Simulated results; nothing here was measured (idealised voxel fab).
Presented below is a process module, voxel spacer lines.
Xsec cut, 180 nm wide, square cell size 5 nm.
We lay out every cross-section as a grid of square cells and spell it out in bands from the top down, where one band means one or more rows of cells.
Top height, bottom height, nm. Materials left to right, width each, nm. Single material + "everywhere" = fills band edge to edge. "blank" = empty.
The reference from which all heights are counted is 0, the level beneath which the as-received wafer is entirely one material; the lowest band, having no lower bound, proceeds downward and is written after the example "z 0 and below".
The notation "30 to 40" denotes a width that varies across the rows of cells in the band, beginning at the first number in the top row, finishing at the second number in the bottom row, and changing by an identical amount from each row to the next.
When a step is marked "no change occurred", none of the cells in the cross-section changed during that step.
If an empty space has no open way to the top and is at least 8 cells in size, "Sealed-off cavities" lists it, written width x height at distance, where distance is measured from the left edge and every value is in nm.
Heads up: the bit after the settings on a step's line is the simulator's remark on that step.
overlay nm: where the mask lay relative to plan, measured to the right, on steps with a mask; negatives go left.

[plan]
1: RECEIVE (material Si)
2: CONFORMAL_DEP (material Al2O3; thk nm 5)
3: DIRECTIONAL_DEP (material TiN; thk nm 15)
4: DIRECTIONAL_DEP (material polySi; thk nm 25)
5: PATTERN (tone cover; mask id MANDREL; material resist; width nm 25; pitch nm 80; thk nm 30; overlay nm 0)
6: DIRECTIONAL_ETCH (etch materials polySi; depth nm 25)
7: STRIP (etch materials resist)
8: CONFORMAL_DEP (material SiO2; thk nm 15)
9: DIRECTIONAL_ETCH (etch materials SiO2; depth nm 15)
10: STRIP (etch materials polySi)
11: DIRECTIONAL_ETCH (etch materials TiN; depth nm 15)
12: STRIP (etch materials SiO2)

[On the first of the two wafers: run conducted according to plan]

[Received-state cross-section, reflecting completion of step 1]
    z 0 and below: Si everywhere
    Sealed-off cavities: none

[Step 2 done - wafer cross-section]
    z 5 to 0: Al2O3 everywhere
    Unchanged below 0.

[Step 3 done - wafer cross-section]
    z 20 to 5: TiN everywhere
    Unchanged below 5.

[Step 4 done - wafer cross-section]
    z 45 to 20: polySi everywhere
    Unchanged below 20.

[Step 5 done - wafer cross-section]
    z 75 to 45: 35 of blank / 25 of resist / 55 of blank / 25 of resist / 40 of blank
    Unchanged below 45.

[Step 6 done - wafer cross-section]
    z 75 to 45: 35 of blank / 25 of resist / 55 of blank / 25 of resist / 40 of blank
    z 45 to 20: 35 of blank / 25 of polySi / 55 of blank / 25 of polySi / 40 of blank
    Unchanged below 20.

[Step 7 done - wafer cross-section]
    z 45 to 20: 35 of blank / 25 of polySi / 55 of blank / 25 of polySi / 40 of blank
    Unchanged below 20.

[Step 8 done - wafer cross-section]
    z 60 to 45: 20 of blank / 55 of SiO2 / 25 of blank / 55 of SiO2 / 25 of blank
    z 45 to 35: 20 of blank / 15 of SiO2 / 25 of polySi / 15 of SiO2 / 25 of blank / 15 of SiO2 / 25 of polySi / 15 of SiO2 / 25 of blank
    z 35 to 20: 35 of SiO2 / 25 of polySi / 55 of SiO2 / 25 of polySi / 40 of SiO2
    Unchanged below 20.

[Step 9 done - wafer cross-section]
    z 45 to 20: 20 of blank / 15 of SiO2 / 25 of polySi / 15 of SiO2 / 25 of blank / 15 of SiO2 / 25 of polySi / 15 of SiO2 / 25 of blank
    Unchanged below 20.

[Step 10 done - wafer cross-section]
    z 45 to 20: 20 of blank / 15 of SiO2 / 25 of blank / 15 of SiO2 / 25 of blank / 15 of SiO2 / 25 of blank / 15 of SiO2 / 25 of blank
    Unchanged below 20.

[Step 11 done - wafer cross-section]
    z 45 to 20: 20 of blank / 15 of SiO2 / 25 of blank / 15 of SiO2 / 25 of blank / 15 of SiO2 / 25 of blank / 15 of SiO2 / 25 of blank
    z 20 to 5: 20 of blank / 15 of TiN / 25 of blank / 15 of TiN / 25 of blank / 15 of TiN / 25 of blank / 15 of TiN / 25 of blank
    Unchanged below 5.

[Step 12 done - wafer cross-section]
    z 20 to 5: 20 of blank / 15 of TiN / 25 of blank / 15 of TiN / 25 of blank / 15 of TiN / 25 of blank / 15 of TiN / 25 of blank
    Unchanged below 5.

[Second wafer. Start and plan as for the first. One mistake made in running. Agrees with the first up to and including step 1]

Planned end of step 2: second wafer, cross-section: no change occurred

[Planned end of step 3: second wafer, cross-section]
    z 15 to 0: TiN everywhere
    Unchanged below 0.

[Planned end of step 4: second wafer, cross-section]
    z 40 to 15: polySi everywhere
    Unchanged below 15.

[Planned end of step 5: second wafer, cross-section]
    z 70 to 40: 35 of blank / 25 of resist / 55 of blank / 25 of resist / 40 of blank
    Unchanged below 40.

[Planned end of step 6: second wafer, cross-section]
    z 70 to 40: 35 of blank / 25 of resist / 55 of blank / 25 of resist / 40 of blank
    z 40 to 15: 35 of blank / 25 of polySi / 55 of blank / 25 of polySi / 40 of blank
    Unchanged below 15.

[Planned end of step 7: second wafer, cross-section]
    z 40 to 15: 35 of blank / 25 of polySi / 55 of blank / 25 of polySi / 40 of blank
    Unchanged below 15.

[Planned end of step 8: second wafer, cross-section]
    z 55 to 40: 20 of blank / 55 of SiO2 / 25 of blank / 55 of SiO2 / 25 of blank
    z 40 to 30: 20 of blank / 15 of SiO2 / 25 of polySi / 15 of SiO2 / 25 of blank / 15 of SiO2 / 25 of polySi / 15 of SiO2 / 25 of blank
    z 30 to 15: 35 of SiO2 / 25 of polySi / 55 of SiO2 / 25 of polySi / 40 of SiO2
    Unchanged below 15.

[Planned end of step 9: second wafer, cross-section]
    z 40 to 15: 20 of blank / 15 of SiO2 / 25 of polySi / 15 of SiO2 / 25 of blank / 15 of SiO2 / 25 of polySi / 15 of SiO2 / 25 of blank
    Unchanged below 15.

[Planned end of step 10: second wafer, cross-section]
    z 40 to 15: 20 of blank / 15 of SiO2 / 25 of blank / 15 of SiO2 / 25 of blank / 15 of SiO2 / 25 of blank / 15 of SiO2 / 25 of blank
    Unchanged below 15.

[Planned end of step 11: second wafer, cross-section]
    z 40 to 15: 20 of blank / 15 of SiO2 / 25 of blank / 15 of SiO2 / 25 of blank / 15 of SiO2 / 25 of blank / 15 of SiO2 / 25 of blank
    z 15 to 0: 20 of blank / 15 of TiN / 25 of blank / 15 of TiN / 25 of blank / 15 of TiN / 25 of blank / 15 of TiN / 25 of blank
    Unchanged below 0.

[Planned end of step 12: second wafer, cross-section]
    z 15 to 0: 20 of blank / 15 of TiN / 25 of blank / 15 of TiN / 25 of blank / 15 of TiN / 25 of blank / 15 of TiN / 25 of blank
    Unchanged below 0.
Plan not followed: the plan's step 2 was left out and never carried out
It is noted that, at the conclusion of processing, the second wafer exhibits a higher or lower cell count for certain materials relative to the first: Al2O3: 36 fewer
